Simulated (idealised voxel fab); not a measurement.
The document below concerns the process module designated voxel released beams.
It is cross-section cut that appears here, measuring 255 nm in width, its square cells being 5 nm in size.
Each cross-section below is a grid of square cells, stated as bands in top-down order, with one or more rows of cells making up each band.
Top height, bottom height, nm. Materials left to right, width each, nm. Single material + "edge to edge" = fills band edge to edge. "air" = empty.
A quick word on heights: they are counted from 0, and under that level the wafer as it came to us is one material throughout. The lowest band is different from the rest in having no bottom; it simply continues downward, written as in "z 0 and below".
Quick explanation for "30 to 40": the width changes in equal steps down the rows of cells, from the first number in the band's top row to the second number in its bottom row.
Step note "left unchanged" = no cross-section cell changed.
Voids, fully enclosed: empty space of 8 cells or more with no open way to the top, each as width x height at its distance from the left edge, in nm
Where a step's line continues beyond its settings, the continuation is a remark by the simulator itself on that step.
When a step includes a mask, the "overlay nm" setting on its line states how far to the right of its planned place that mask lay, and negative values state how far to the left.
[The following list gives the planned process steps]
1: RECEIVE (material Si)
2: CONFORMAL_DEP (material Al2O3; thk nm 5)
3: DIRECTIONAL_DEP (material SiO2; thk nm 20)
4: PATTERN (tone open; mask id ANCHOR; material resist; width nm 35; thk nm 20; overlay nm 0)
5: DIRECTIONAL_ETCH (etch materials SiO2; depth nm 20)
6: STRIP (etch materials resist)
7: CONFORMAL_DEP (material SiN; thk nm 15)
8: MASKED_ETCH (tone cover; mask id BEAM; width nm 120; etch materials SiN; depth nm 15; overlay nm 0)
9: STRIP (etch materials SiO2)
[This is the cross-section of the wafer as we received it, i.e. after step 1]
- z 0 and below = Si edge to edge
- Voids, fully enclosed: none
[One mistake in running the module, otherwise start and plan as above: cross-section at the end]
- z 50 to 35 = air (65), SiN (20), air (5), SiN (95), air (70)
- z 35 to 30 = air (70), SiN (15), air (5), SiN (15), air (150)
- z 30 to 15 = air (70), SiN (35), air (150)
- z 15 to 0 = Al2O3 edge to edge
- z 0 and below = Si edge to edge
- Voids, fully enclosed: none
In executing the process, a mistake was made relative to the plan: step 2 was not run as planned; what actually ran was CONFORMAL_DEP (material Al2O3; thk nm 15)
